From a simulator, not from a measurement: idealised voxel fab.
The following is a process module called voxel transistor to metal.
Cross-section cut spans 290 nm and uses square cells 5 nm in size.
A cross-section is written here as square cells arranged in a grid, and it is given in bands from the top down, each band taking up one or more rows of cells. A band entry consists of two parts. The first gives the height of the band's top and the height of its bottom, in nm. The rest lists the band's materials from left to right, each with its width in nm. A single material labelled with the word "throughout" fills the band from edge to edge, and the word "blank" marks empty space. Beneath 0, the wafer as received is one material, and that level is where height counting begins. The lowest band goes on downward without a bottom; it is written like "0 down". Width: "30 to 40" (first number = top row, second number = bottom row, same change from row to row of cells). A step reported as "everything unchanged" is a step in which no cell of the cross-section changed. The list in "Enclosed void list" covers empty spaces of 8 cells or more that cannot reach the top through any open way, and it gives each as width x height at distance; the distance is from the left edge, and width, height and distance are in nm. Past the settings on a step's line: simulator remark, on that step. The optional step-line setting "overlay nm" applies to steps with a mask and quantifies how far to the right of its planned location the mask lay, a negative value indicating leftward placement.
Planned process steps:
1) RECEIVE,material Si
2) OXIDIZE,depth nm 5
3) CONFORMAL_DEP,material SiN,thk nm 10
4) PATTERN,tone cover,mask id ACTIVE,material resist,width nm 100,pitch nm 125,thk nm 20,overlay nm 0
5) DIRECTIONAL_ETCH,etch materials SiN,depth nm 10
6) DIRECTIONAL_ETCH,etch materials SiO2,depth nm 5
7) DIRECTIONAL_ETCH,etch materials Si,depth nm 20
8) STRIP,etch materials resist
9) FILL_DEP,material SiO2,thk nm 15
10) CMP,height nm 10
11) SELECTIVE_ETCH,etch materials SiO2,depth nm 10
12) STRIP,etch materials SiN
13) SELECTIVE_ETCH,etch materials SiO2,depth nm 5
14) OXIDIZE,depth nm 5
15) DIRECTIONAL_DEP,material polySi,thk nm 25
16) DIRECTIONAL_DEP,material SiCN,thk nm 10
17) DIRECTIONAL_DEP,material aC,thk nm 15
18) PATTERN,tone cover,mask id GATE,material resist,width nm 20,pitch nm 125,thk nm 35,overlay nm 0
19) DIRECTIONAL_ETCH,etch materials aC,depth nm 15
20) STRIP,etch materials resist
21) DIRECTIONAL_ETCH,etch materials SiCN,depth nm 20
22) DIRECTIONAL_ETCH,etch materials polySi,depth nm 35
23) STRIP,etch materials aC
24) CONFORMAL_DEP,material SiN,thk nm 10
25) DIRECTIONAL_ETCH,etch materials SiN,depth nm 10
26) DIRECTIONAL_ETCH,etch materials SiO2,depth nm 5
27) EPI,material SiGe,thk nm 5
28) FILL_DEP,material SiO2,thk nm 5
29) CMP,height nm 30
30) DIRECTIONAL_DEP,material SiO2,thk nm 15
31) PATTERN,tone open,mask id CONTACT,material resist,width nm 25,thk nm 15,overlay nm 0
32) DIRECTIONAL_ETCH,etch materials SiO2,depth nm 50
33) STRIP,etch materials resist
34) CONFORMAL_DEP,material TiN,thk nm 5
35) FILL_DEP,material W,thk nm 10
36) CMP,height nm 45
37) DIRECTIONAL_DEP,material TiN,thk nm 5
38) DIRECTIONAL_DEP,material W,thk nm 20
39) DIRECTIONAL_DEP,material aC,thk nm 15
40) PATTERN,tone cover,mask id METAL_1,material resist,width nm 15,thk nm 30,overlay nm 0
41) DIRECTIONAL_ETCH,etch materials aC,depth nm 15
42) STRIP,etch materials resist
43) DIRECTIONAL_ETCH,etch materials W,depth nm 20
44) DIRECTIONAL_ETCH,etch materials TiN,depth nm 5
45) STRIP,etch materials aC
46) CONFORMAL_DEP,material SiN,thk nm 5
47) FILL_DEP,material SiO2,thk nm 5
48) CMP,height nm 70
49) CONFORMAL_DEP,material SiN,thk nm 5
The cross-section here shows the wafer as received, i.e. in its state after step 1:
  0 down: Si throughout
  Enclosed void list: none
First of two wafers at the end of the module, shown in cross-section; run carried out as planned:
  75 to 70: SiN throughout
  70 to 50: SiO2 35 nm | SiN 5 nm | W 15 nm | SiN 5 nm | SiO2 40 nm | SiN 5 nm | W 15 nm | SiN 5 nm | SiO2 35 nm | SiN 5 nm | W 15 nm | SiN 5 nm | SiO2 40 nm | SiN 5 nm | W 15 nm | SiN 5 nm | SiO2 40 nm
  50 to 45: SiN 40 nm | TiN 15 nm | SiN 50 nm | TiN 15 nm | SiN 45 nm | TiN 15 nm | SiN 50 nm | TiN 15 nm | SiN 45 nm
  45 to 35: SiO2 40 nm | TiN 5 nm | W 15 nm | TiN 5 nm | SiO2 30 nm | TiN 5 nm | W 15 nm | TiN 5 nm | SiO2 45 nm | TiN 5 nm | W 15 nm | TiN 5 nm | SiO2 30 nm | TiN 5 nm | W 15 nm | TiN 5 nm | SiO2 45 nm
  35 to 30: SiO2 40 nm | TiN 5 nm | W 10 nm | TiN 10 nm | SiO2 30 nm | TiN 10 nm | W 10 nm | TiN 5 nm | SiO2 45 nm | TiN 5 nm | W 10 nm | TiN 10 nm | SiO2 30 nm | TiN 10 nm | W 10 nm | TiN 5 nm | SiO2 45 nm
  30 to 20: SiO2 40 nm | TiN 5 nm | W 10 nm | TiN 5 nm | SiN 10 nm | SiCN 20 nm | SiN 10 nm | TiN 5 nm | W 10 nm | TiN 5 nm | SiO2 45 nm | TiN 5 nm | W 10 nm | TiN 5 nm | SiN 10 nm | SiCN 20 nm | SiN 10 nm | TiN 5 nm | W 10 nm | TiN 5 nm | SiO2 45 nm
  20 to 0: SiO2 40 nm | TiN 5 nm | W 10 nm | TiN 5 nm | SiN 10 nm | polySi 20 nm | SiN 10 nm | TiN 5 nm | W 10 nm | TiN 5 nm | SiO2 45 nm | TiN 5 nm | W 10 nm | TiN 5 nm | SiN 10 nm | polySi 20 nm | SiN 10 nm | TiN 5 nm | W 10 nm | TiN 5 nm | SiO2 45 nm
  0 to -5: SiO2 40 nm | TiN 20 nm | SiN 10 nm | polySi 20 nm | SiN 10 nm | TiN 20 nm | SiO2 45 nm | TiN 20 nm | SiN 10 nm | polySi 20 nm | SiN 10 nm | TiN 20 nm | SiO2 45 nm
  -5 to -10: SiO2 25 nm | SiGe 35 nm | SiO2 40 nm | SiGe 35 nm | SiO2 15 nm | SiGe 35 nm | SiO2 40 nm | SiGe 35 nm | SiO2 30 nm
  -10 to -25: SiO2 30 nm | Si 100 nm | SiO2 25 nm | Si 100 nm | SiO2 35 nm
  -25 down: Si throughout
  Enclosed void list: none
Now the second wafer, cross-sectioned at the end of the module. Nothing different at the start, nothing different in the plan compared with the first, just one mistake when it was actually run:
  75 to 70: SiN throughout
  70 to 50: SiO2 35 nm | SiN 5 nm | W 15 nm | SiN 5 nm | SiO2 40 nm | SiN 5 nm | W 15 nm | SiN 5 nm | SiO2 35 nm | SiN 5 nm | W 15 nm | SiN 5 nm | SiO2 40 nm | SiN 5 nm | W 15 nm | SiN 5 nm | SiO2 40 nm
  50 to 45: SiN 40 nm | TiN 15 nm | SiN 50 nm | TiN 15 nm | SiN 45 nm | TiN 15 nm | SiN 50 nm | TiN 15 nm | SiN 45 nm
  45 to 35: SiO2 40 nm | TiN 5 nm | W 15 nm | TiN 5 nm | SiO2 30 nm | TiN 5 nm | W 15 nm | TiN 5 nm | SiO2 45 nm | TiN 5 nm | W 15 nm | TiN 5 nm | SiO2 30 nm | TiN 5 nm | W 15 nm | TiN 5 nm | SiO2 45 nm
  35 to 30: SiO2 40 nm | TiN 5 nm | W 10 nm | TiN 10 nm | SiO2 30 nm | TiN 10 nm | W 10 nm | TiN 5 nm | SiO2 45 nm | TiN 5 nm | W 10 nm | TiN 10 nm | SiO2 30 nm | TiN 10 nm | W 10 nm | TiN 5 nm | SiO2 45 nm
  30 to 20: SiO2 40 nm | TiN 5 nm | W 10 nm | TiN 5 nm | SiN 10 nm | SiCN 20 nm | SiN 10 nm | TiN 5 nm | W 10 nm | TiN 5 nm | SiO2 45 nm | TiN 5 nm | W 10 nm | TiN 5 nm | SiN 10 nm | SiCN 20 nm | SiN 10 nm | TiN 5 nm | W 10 nm | TiN 5 nm | SiO2 45 nm
  20 to 15: SiO2 40 nm | TiN 5 nm | W 10 nm | TiN 5 nm | SiN 10 nm | polySi 20 nm | SiN 10 nm | TiN 5 nm | W 10 nm | TiN 5 nm | SiO2 45 nm | TiN 5 nm | W 10 nm | TiN 5 nm | SiN 10 nm | polySi 20 nm | SiN 10 nm | TiN 5 nm | W 10 nm | TiN 5 nm | SiO2 45 nm
  15 to 10: SiO2 40 nm | TiN 20 nm | SiN 10 nm | polySi 20 nm | SiN 10 nm | TiN 20 nm | SiO2 45 nm | TiN 20 nm | SiN 10 nm | polySi 20 nm | SiN 10 nm | TiN 20 nm | SiO2 45 nm
  10 to -5: SiO2 60 nm | SiN 10 nm | polySi 20 nm | SiN 10 nm | SiO2 85 nm | SiN 10 nm | polySi 20 nm | SiN 10 nm | SiO2 65 nm
  -5 to -10: SiO2 25 nm | SiGe 35 nm | SiO2 40 nm | SiGe 35 nm | SiO2 15 nm | SiGe 35 nm | SiO2 40 nm | SiGe 35 nm | SiO2 30 nm
  -10 to -25: SiO2 30 nm | Si 100 nm | SiO2 25 nm | Si 100 nm | SiO2 35 nm
  -25 down: Si throughout
  Enclosed void list: none
Here's what went sideways: the plan had its step 30 run twice
Count the cells at the end and the second wafer has more or fewer of some materials than the first: SiO2 +48; TiN -24; W -24
